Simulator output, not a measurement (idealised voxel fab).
This section sets out a process module, namely voxel ribs on slabs.
Cross-sectional view cut (width: 220 nm; square cell size: 5 nm).
How to read a cross-section here: the picture is a grid of square cells, written as bands going from the top down, and any band can span one or more rows of cells. First you get the band's top height and its bottom height, in nm, and then the materials it's made of, left to right, with each width in nm. If you see a single material with "all across", that one covers the band edge to edge. "air" is empty space. Height datum 0, below which the as-received substrate wafer is one material. Lowest band open at the bottom, running downward: "0 -> down". The expression "30->40" gives the width at the extremes of the band, the first number at its top row of cells and the second at its bottom row, with the width changing by equal amounts from each row to the next in between. What does "stayed the same" mean for a step? It means no cell of the cross-section changed in that step. Look at "Voids, fully enclosed" for the closed voids: empty spaces with no open path to the top, sized 8 cells or up. Each is width x height at distance, distance from the left edge, all nm. The remark found on a step's line after its settings is issued by the simulator itself and pertains to that step. For masked steps, "overlay nm" on the step line gives how far right of plan the mask actually lay; a minus sign means it lay to the left.
Listed below are the process steps as planned:
1,RECEIVE [material Si]
2,DIRECTIONAL_DEP [material SiO2] [thk nm 20]
3,DIRECTIONAL_DEP [material SiN] [thk nm 15]
4,PATTERN [tone cover] [mask id RIB] [material resist] [width nm 20] [thk nm 15] [overlay nm 0]
5,DIRECTIONAL_ETCH [etch materials SiN] [depth nm 10]
6,STRIP [etch materials resist]
7,PATTERN [tone cover] [mask id SLAB] [material resist] [width nm 60] [thk nm 20] [overlay nm 0]
8,DIRECTIONAL_ETCH [etch materials SiN] [depth nm 5]
9,STRIP [etch materials resist]
10,FILL_DEP [material SiO2] [thk nm 20]
11,CMP [height nm 45]
12,DIRECTIONAL_DEP [material W] [thk nm 5]
13,PATTERN [tone cover] [mask id HEATER] [material resist] [width nm 30] [thk nm 20] [overlay nm 0]
14,DIRECTIONAL_ETCH [etch materials W] [depth nm 5]
15,STRIP [etch materials resist]
16,CONFORMAL_DEP [material SiN] [thk nm 10]
So this is the incoming wafer in cross-section - it's already been through step 1:
  0 -> down = Si all across
  Voids, fully enclosed: none
The plan above was carried out on the starting structure above with one mistake, and this cross-section shows the wafer at the end of the module:
  60 -> 55 = 85 of air, then 50 of SiN, then 85 of air
  55 -> 50 = SiN all across
  50 -> 45 = 95 of SiN, then 30 of W, then 95 of SiN
  45 -> 35 = SiO2 all across
  35 -> 30 = 80 of SiO2, then 20 of SiN, then 20 of SiO2, then 20 of SiN, then 80 of SiO2
  30 -> 25 = 100 of SiN, then 20 of SiO2, then 100 of SiN
  25 -> 20 = SiN all across
  20 -> 0 = SiO2 all across
  0 -> down = Si all across
  Voids, fully enclosed: none
Against the plan, the run slipped here: step 4 ran as: PATTERN [tone open] [mask id RIB] [material resist] [width nm 20] [thk nm 15] [overlay nm 0]
